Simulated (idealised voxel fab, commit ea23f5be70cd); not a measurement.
Module name: voxel quadruple lines (process module)
Xsec cut, 140 nm wide, square cell size 5 nm.
Cross-section, as written here: a square-cell grid given band by band from the top down, where a band holds one or more rows of cells. Top height, bottom height, nm. Materials left to right, width each, nm. Single material + "full width" = fills band edge to edge. "blank" = empty. A quick word on heights: they are counted from 0, and under that level the wafer as it came to us is one material throughout. The lowest band is different from the rest in having no bottom; it simply continues downward, written as in "0 down". Width: "30..40" (first number = top row, second number = bottom row, same change from row to row of cells). The designation "all unchanged", where it is given for a processing step, indicates that no cell of the cross-section was altered in the course of that step. "Fully sealed voids": sealed empty spaces, 8 cells or more, no open way to top, listed width x height at distance, with distance from the left edge and width, height and distance in nm. The remark found on a step's line after its settings is issued by the simulator itself and pertains to that step. On any step carrying a mask, the "overlay nm" setting, if present on the step's line, tells how far right of its planned place the mask lay; negative values point to the left.
The steps planned for the process are as follows
- 1: RECEIVE (material Si)
- 2: CONFORMAL_DEP (material SiO2; thk nm 5)
- 3: DIRECTIONAL_DEP (material TiN; thk nm 10)
- 4: DIRECTIONAL_DEP (material polySi; thk nm 20)
- 5: DIRECTIONAL_DEP (material aC; thk nm 20)
- 6: PATTERN (tone cover; mask id MANDREL; material resist; width nm 20; pitch nm 60; thk nm 30; overlay nm 0)
- 7: DIRECTIONAL_ETCH (etch materials aC; depth nm 20)
- 8: STRIP (etch materials resist)
- 9: CONFORMAL_DEP (material SiO2; thk nm 10)
- 10: DIRECTIONAL_ETCH (etch materials SiO2; depth nm 10)
- 11: STRIP (etch materials aC)
- 12: DIRECTIONAL_ETCH (etch materials polySi; depth nm 20)
- 13: STRIP (etch materials SiO2)
- 14: CONFORMAL_DEP (material SiCN; thk nm 5)
- 15: DIRECTIONAL_ETCH (etch materials SiCN; depth nm 5)
- 16: STRIP (etch materials polySi)
- 17: DIRECTIONAL_ETCH (etch materials TiN; depth nm 10)
- 18: STRIP (etch materials SiCN)
- 19: FILL_DEP (material lowk; thk nm 10)
- 20: CMP (height nm 15)
First of two wafers - as planned
This is the cross-section of the wafer as we received it, i.e. after step 1
* 0 down: Si full width
* Fully sealed voids: none
Wafer xsec, post step 2
* 5 to 0: SiO2 full width
* Under the height 0 nothing was changed.
Wafer xsec, post step 3
* 15 to 5: TiN full width
* Under the height 5 nothing was changed.
Wafer xsec, post step 4
* 35 to 15: polySi full width
* Under the height 15 nothing was changed.
Wafer xsec, post step 5
* 55 to 35: aC full width
* Under the height 35 nothing was changed.
Wafer xsec, post step 6
* 85 to 55: blank 30 nm, resist 20 nm, blank 40 nm, resist 20 nm, blank 30 nm
* Under the height 55 nothing was changed.
Wafer xsec, post step 7
* 65 to 55: blank 30 nm, resist 20 nm, blank 40 nm, resist 20 nm, blank 30 nm
* 55 to 35: blank 30 nm, aC 20 nm, blank 40 nm, aC 20 nm, blank 30 nm
* Under the height 35 nothing was changed.
Wafer xsec, post step 8
* 55 to 35: blank 30 nm, aC 20 nm, blank 40 nm, aC 20 nm, blank 30 nm
* Under the height 35 nothing was changed.
Wafer xsec, post step 9
* 65 to 55: blank 20 nm, SiO2 40 nm, blank 20 nm, SiO2 40 nm, blank 20 nm
* 55 to 45: blank 20 nm, SiO2 10 nm, aC 20 nm, SiO2 10 nm, blank 20 nm, SiO2 10 nm, aC 20 nm, SiO2 10 nm, blank 20 nm
* 45 to 35: SiO2 30 nm, aC 20 nm, SiO2 40 nm, aC 20 nm, SiO2 30 nm
* Under the height 35 nothing was changed.
Wafer xsec, post step 10
* 55 to 35: blank 20 nm, SiO2 10 nm, aC 20 nm, SiO2 10 nm, blank 20 nm, SiO2 10 nm, aC 20 nm, SiO2 10 nm, blank 20 nm
* Under the height 35 nothing was changed.
Wafer xsec, post step 11
* 55 to 35: blank 20 nm, SiO2 10 nm, blank 20 nm, SiO2 10 nm, blank 20 nm, SiO2 10 nm, blank 20 nm, SiO2 10 nm, blank 20 nm
* Under the height 35 nothing was changed.
Wafer xsec, post step 12
* 55 to 35: blank 20 nm, SiO2 10 nm, blank 20 nm, SiO2 10 nm, blank 20 nm, SiO2 10 nm, blank 20 nm, SiO2 10 nm, blank 20 nm
* 35 to 15: blank 20 nm, polySi 10 nm, blank 20 nm, polySi 10 nm, blank 20 nm, polySi 10 nm, blank 20 nm, polySi 10 nm, blank 20 nm
* Under the height 15 nothing was changed.
Wafer xsec, post step 13
* 35 to 15: blank 20 nm, polySi 10 nm, blank 20 nm, polySi 10 nm, blank 20 nm, polySi 10 nm, blank 20 nm, polySi 10 nm, blank 20 nm
* Under the height 15 nothing was changed.
Wafer xsec, post step 14
* 40 to 35: blank 15 nm, SiCN 20 nm, blank 10 nm, SiCN 20 nm, blank 10 nm, SiCN 20 nm, blank 10 nm, SiCN 20 nm, blank 15 nm
* 35 to 20: blank 15 nm, SiCN 5 nm, polySi 10 nm, SiCN 5 nm, blank 10 nm, SiCN 5 nm, polySi 10 nm, SiCN 5 nm, blank 10 nm, SiCN 5 nm, polySi 10 nm, SiCN 5 nm, blank 10 nm, SiCN 5 nm, polySi 10 nm, SiCN 5 nm, blank 15 nm
* 20 to 15: SiCN 20 nm, polySi 10 nm, SiCN 20 nm, polySi 10 nm, SiCN 20 nm, polySi 10 nm, SiCN 20 nm, polySi 10 nm, SiCN 20 nm
* Under the height 15 nothing was changed.
Wafer xsec, post step 15
* 35 to 15: blank 15 nm, SiCN 5 nm, polySi 10 nm, SiCN 5 nm, blank 10 nm, SiCN 5 nm, polySi 10 nm, SiCN 5 nm, blank 10 nm, SiCN 5 nm, polySi 10 nm, SiCN 5 nm, blank 10 nm, SiCN 5 nm, polySi 10 nm, SiCN 5 nm, blank 15 nm
* Under the height 15 nothing was changed.
Wafer xsec, post step 16
* 35 to 15: blank 15 nm, SiCN 5 nm, blank 10 nm, SiCN 5 nm, blank 10 nm, SiCN 5 nm, blank 10 nm, SiCN 5 nm, blank 10 nm, SiCN 5 nm, blank 10 nm, SiCN 5 nm, blank 10 nm, SiCN 5 nm, blank 10 nm, SiCN 5 nm, blank 15 nm
* Under the height 15 nothing was changed.
Wafer xsec, post step 17
* 35 to 15: blank 15 nm, SiCN 5 nm, blank 10 nm, SiCN 5 nm, blank 10 nm, SiCN 5 nm, blank 10 nm, SiCN 5 nm, blank 10 nm, SiCN 5 nm, blank 10 nm, SiCN 5 nm, blank 10 nm, SiCN 5 nm, blank 10 nm, SiCN 5 nm, blank 15 nm
* 15 to 5: blank 15 nm, TiN 5 nm, blank 10 nm, TiN 5 nm, blank 10 nm, TiN 5 nm, blank 10 nm, TiN 5 nm, blank 10 nm, TiN 5 nm, blank 10 nm, TiN 5 nm, blank 10 nm, TiN 5 nm, blank 10 nm, TiN 5 nm, blank 15 nm
* Under the height 5 nothing was changed.
Wafer xsec, post step 18
* 15 to 5: blank 15 nm, TiN 5 nm, blank 10 nm, TiN 5 nm, blank 10 nm, TiN 5 nm, blank 10 nm, TiN 5 nm, blank 10 nm, TiN 5 nm, blank 10 nm, TiN 5 nm, blank 10 nm, TiN 5 nm, blank 10 nm, TiN 5 nm, blank 15 nm
* Under the height 5 nothing was changed.
Wafer xsec, post step 19
* 25 to 15: lowk full width
* 15 to 5: lowk 15 nm, TiN 5 nm, lowk 10 nm, TiN 5 nm, lowk 10 nm, TiN 5 nm, lowk 10 nm, TiN 5 nm, lowk 10 nm, TiN 5 nm, lowk 10 nm, TiN 5 nm, lowk 10 nm, TiN 5 nm, lowk 10 nm, TiN 5 nm, lowk 15 nm
* Under the height 5 nothing was changed.
Wafer xsec, post step 20
* 15 to 5: lowk 15 nm, TiN 5 nm, lowk 10 nm, TiN 5 nm, lowk 10 nm, TiN 5 nm, lowk 10 nm, TiN 5 nm, lowk 10 nm, TiN 5 nm, lowk 10 nm, TiN 5 nm, lowk 10 nm, TiN 5 nm, lowk 10 nm, TiN 5 nm, lowk 15 nm
* Under the height 5 nothing was changed.
The remaining wafer, second of the two, started like the first and was run to the same plan, except that one mistake was made along the way; the two coincide through step 18, inclusive
Cross-sectional representation of the second wafer at the time designated in the plan for the completion of step 19
* 35 to 15: lowk full width
* 15 to 5: lowk 15 nm, TiN 5 nm, lowk 10 nm, TiN 5 nm, lowk 10 nm, TiN 5 nm, lowk 10 nm, TiN 5 nm, lowk 10 nm, TiN 5 nm, lowk 10 nm, TiN 5 nm, lowk 10 nm, TiN 5 nm, lowk 10 nm, TiN 5 nm, lowk 15 nm
* Under the height 5 nothing was changed.
Cross-sectional representation of the second wafer at the time designated in the plan for the completion of step 20
* 15 to 5: lowk 15 nm, TiN 5 nm, lowk 10 nm, TiN 5 nm, lowk 10 nm, TiN 5 nm, lowk 10 nm, TiN 5 nm, lowk 10 nm, TiN 5 nm, lowk 10 nm, TiN 5 nm, lowk 10 nm, TiN 5 nm, lowk 10 nm, TiN 5 nm, lowk 15 nm
* Under the height 5 nothing was changed.
Here's what went sideways: step 19 of the plan was executed twice over
At process end the two wafers are indistinguishable in cross-section, so the error does not change what this model computes.
